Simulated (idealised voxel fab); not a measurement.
This section sets out a process module, namely voxel quadruple lines.
The cross-section on display is named cut; it measures 230 nm wide, and its cells are 5 nm squares.
This document writes a cross-section as a grid whose cells are square, and gives it as bands, listed from the top down; one or more rows of cells form a band.
Each band's line starts with the height of the band's top and of its bottom, in nm. Then come its materials from left to right, each with its width in nm. One material with "everywhere" fills the band from edge to edge. "empty" is empty space.
Heights are reckoned from 0. Under this level, the received wafer is all of one material. The bottommost band is open-ended downward, for example "0 down".
Width: "30 to 40" (first number = top row, second number = bottom row, same change from row to row of cells).
Where a step carries "no change occurred", the cross-section came out of it unchanged, cell for cell.
Basically, "Cavities, sealed" tells you about the enclosed voids: empty spaces with no open way to the top, 8 cells or bigger, each written width x height at distance, where distance is from the left edge, all in nm.
after a step's settings: what the simulator itself notes on the step
Regarding "overlay nm": on a step with a mask, it is the distance the mask lay to the right of its planned place; a negative value places it to the left.

Intended process steps:
| 1 | op RECEIVE | material Si |
| 2 | op CONFORMAL_DEP | material SiO2 | thk nm 5 |
| 3 | op DIRECTIONAL_DEP | material W | thk nm 15 |
| 4 | op DIRECTIONAL_DEP | material polySi | thk nm 20 |
| 5 | op DIRECTIONAL_DEP | material aC | thk nm 20 |
| 6 | op PATTERN | tone cover | mask id MANDREL | material resist | width nm 30 | pitch nm 80 | thk nm 25 | overlay nm 0 |
| 7 | op DIRECTIONAL_ETCH | etch materials aC | depth nm 20 |
| 8 | op STRIP | etch materials resist |
| 9 | op CONFORMAL_DEP | material SiO2 | thk nm 10 |
| 10 | op DIRECTIONAL_ETCH | etch materials SiO2 | depth nm 10 |
| 11 | op STRIP | etch materials aC |
| 12 | op DIRECTIONAL_ETCH | etch materials polySi | depth nm 20 |
| 13 | op STRIP | etch materials SiO2 |
| 14 | op CONFORMAL_DEP | material SiCN | thk nm 10 |
| 15 | op DIRECTIONAL_ETCH | etch materials SiCN | depth nm 10 |
| 16 | op STRIP | etch materials polySi |
| 17 | op DIRECTIONAL_ETCH | etch materials W | depth nm 15 |
| 18 | op STRIP | etch materials SiCN |
| 19 | op FILL_DEP | material SiO2 | thk nm 5 |
| 20 | op CMP | height nm 20 |

Cross-section of the wafer at receipt, which is the condition after step 1:
    0 down  Si everywhere
    Cavities, sealed: none

Cross-section: first of two wafers, module finished, run according to plan:
    20 to 5  SiO2 40 nm  W 10 nm  SiO2 10 nm  W 10 nm  SiO2 10 nm  W 10 nm  SiO2 10 nm  W 10 nm  SiO2 10 nm  W 10 nm  SiO2 10 nm  W 10 nm  SiO2 10 nm  W 10 nm  SiO2 10 nm  W 10 nm  SiO2 40 nm
    5 to 0  SiO2 everywhere
    0 down  Si everywhere
    Cavities, sealed: none

Presented here is a cross-section of the second of the two wafers as it stood at the end of the module. It was started in the same manner and assigned the same plan as the first wafer; however, one mistake was made in its execution:
    20 to 5  SiO2 50 nm  W 10 nm  SiO2 10 nm  W 10 nm  SiO2 10 nm  W 10 nm  SiO2 10 nm  W 10 nm  SiO2 10 nm  W 10 nm  SiO2 10 nm  W 10 nm  SiO2 10 nm  W 10 nm  SiO2 10 nm  W 10 nm  SiO2 30 nm
    5 to 0  SiO2 everywhere
    0 down  Si everywhere
    Cavities, sealed: none
Run error: contrary to plan, step 6 was performed as op PATTERN | tone cover | mask id MANDREL | material resist | width nm 30 | pitch nm 80 | thk nm 25 | overlay nm 10
The two final wafers agree on how many cells each material fills and disagree on which cells those are.
